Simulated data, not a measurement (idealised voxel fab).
process module | voxel wiring stack
cross-section cut | 260 nm wide | cells 5 nm
A cross-section is a grid of square cells, given in bands from the top down. A band is one or more rows of cells.
Each band's line starts with the height of the band's top and of its bottom, in nm. Then come its materials from left to right, each with its width in nm. One material with "throughout" fills the band from edge to edge. "air" is empty space.
Height 0 is the level under which the wafer as received is all one material. The lowest band goes on downwards, as in "0 down".
A width such as "30 to 40" changes by the same amount from each row of cells to the next, from the band's top row to its bottom row.
"no change" after a step means that no cell of the cross-section changed.
closed voids: empty space of 8 cells or more with no open way to the top, each as width x height at its distance from the left edge, in nm
after a step's settings: what the simulator itself notes on the step
overlay nm, on a step with a mask: how far to the right of its planned place the mask lay; to the left if negative
plan
1 op RECEIVE | material Si
2 op CONFORMAL_DEP | material SiO2 | thk nm 10
3 op CONFORMAL_DEP | material SiCN | thk nm 5
4 op DIRECTIONAL_DEP | material SiO2 | thk nm 20
5 op PATTERN | tone open | mask id METAL_1 | material resist | width nm 25 | pitch nm 40 | thk nm 15 | overlay nm 0
6 op DIRECTIONAL_ETCH | etch materials SiO2 | depth nm 20
7 op DIRECTIONAL_ETCH | etch materials SiCN | depth nm 5
8 op STRIP | etch materials resist
9 op CONFORMAL_DEP | material TiN | thk nm 5
10 op FILL_DEP | material W | thk nm 10
11 op CMP | height nm 35
12 op CONFORMAL_DEP | material SiCN | thk nm 5
13 op DIRECTIONAL_DEP | material SiO2 | thk nm 25
14 op PATTERN | tone open | mask id METAL_2 | material resist | width nm 25 | pitch nm 40 | thk nm 20 | overlay nm 0
15 op DIRECTIONAL_ETCH | etch materials SiO2 | depth nm 15
16 op STRIP | etch materials resist
17 op PATTERN | tone open | mask id METAL_2_HOLES | material resist | width nm 15 | pitch nm 80 | thk nm 20 | overlay nm 0
18 op DIRECTIONAL_ETCH | etch materials SiO2 | depth nm 10
19 op DIRECTIONAL_ETCH | etch materials SiCN | depth nm 5
20 op STRIP | etch materials resist
21 op CONFORMAL_DEP | material TiN | thk nm 5
22 op FILL_DEP | material Cu | thk nm 10
23 op CMP | height nm 65
24 op CONFORMAL_DEP | material SiN | thk nm 5
as received, after step 1
  0 down: Si throughout
  closed voids: none
first wafer at the end, as planned
  70 to 65: SiN throughout
  65 to 55: SiO2 55 | TiN 5 | Cu 15 | TiN 5 | SiO2 15 | TiN 5 | Cu 15 | TiN 5 | SiO2 15 | TiN 5 | Cu 15 | TiN 5 | SiO2 15 | TiN 5 | Cu 15 | TiN 5 | SiO2 60
  55 to 50: SiO2 55 | TiN 5 | Cu 5 | TiN 15 | SiO2 15 | TiN 25 | SiO2 15 | TiN 5 | Cu 5 | TiN 15 | SiO2 15 | TiN 25 | SiO2 60
  50 to 40: SiO2 55 | TiN 5 | Cu 5 | TiN 5 | SiO2 65 | TiN 5 | Cu 5 | TiN 5 | SiO2 110
  40 to 35: SiCN 55 | TiN 15 | SiCN 65 | TiN 15 | SiCN 110
  35 to 15: SiO2 55 | TiN 5 | W 15 | TiN 5 | SiO2 15 | TiN 5 | W 15 | TiN 5 | SiO2 15 | TiN 5 | W 15 | TiN 5 | SiO2 15 | TiN 5 | W 15 | TiN 5 | SiO2 60
  15 to 10: SiCN 55 | TiN 25 | SiCN 15 | TiN 25 | SiCN 15 | TiN 25 | SiCN 15 | TiN 25 | SiCN 60
  10 to 0: SiO2 throughout
  0 down: Si throughout
  closed voids: none
second wafer at the end: like start, like plan, one mistake
  70 to 65: SiN throughout
  65 to 55: SiO2 50 | TiN 5 to 10 | Cu 20 to 15 | TiN 5 | SiO2 15 | TiN 5 | Cu 15 | TiN 5 | SiO2 10 | TiN 5 to 10 | Cu 20 to 15 | TiN 5 | SiO2 15 | TiN 5 | Cu 15 | TiN 5 | SiO2 60
  55 to 50: SiO2 55 | TiN 25 | SiO2 15 | TiN 25 | SiO2 15 | TiN 25 | SiO2 15 | TiN 25 | SiO2 60
  50 to 40: SiO2 55 | TiN 10 | SiO2 70 | TiN 10 | SiO2 115
  40 to 35: SiCN 55 | TiN 10 | SiCN 70 | TiN 10 | SiCN 115
  35 to 15: SiO2 55 | TiN 5 | W 15 | TiN 5 | SiO2 15 | TiN 5 | W 15 | TiN 5 | SiO2 15 | TiN 5 | W 15 | TiN 5 | SiO2 15 | TiN 5 | W 15 | TiN 5 | SiO2 60
  15 to 10: SiCN 55 | TiN 25 | SiCN 15 | TiN 25 | SiCN 15 | TiN 25 | SiCN 15 | TiN 25 | SiCN 60
  10 to 0: SiO2 throughout
  0 down: Si throughout
  closed voids: none
what went wrong: step 17 ran as: op PATTERN | tone open | mask id METAL_2_HOLES | material resist | width nm 15 | pitch nm 80 | thk nm 20 | overlay nm -5
at the end the second wafer has, in cells: 4 fewer of Cu | 2 more of SiCN | 2 more of TiN
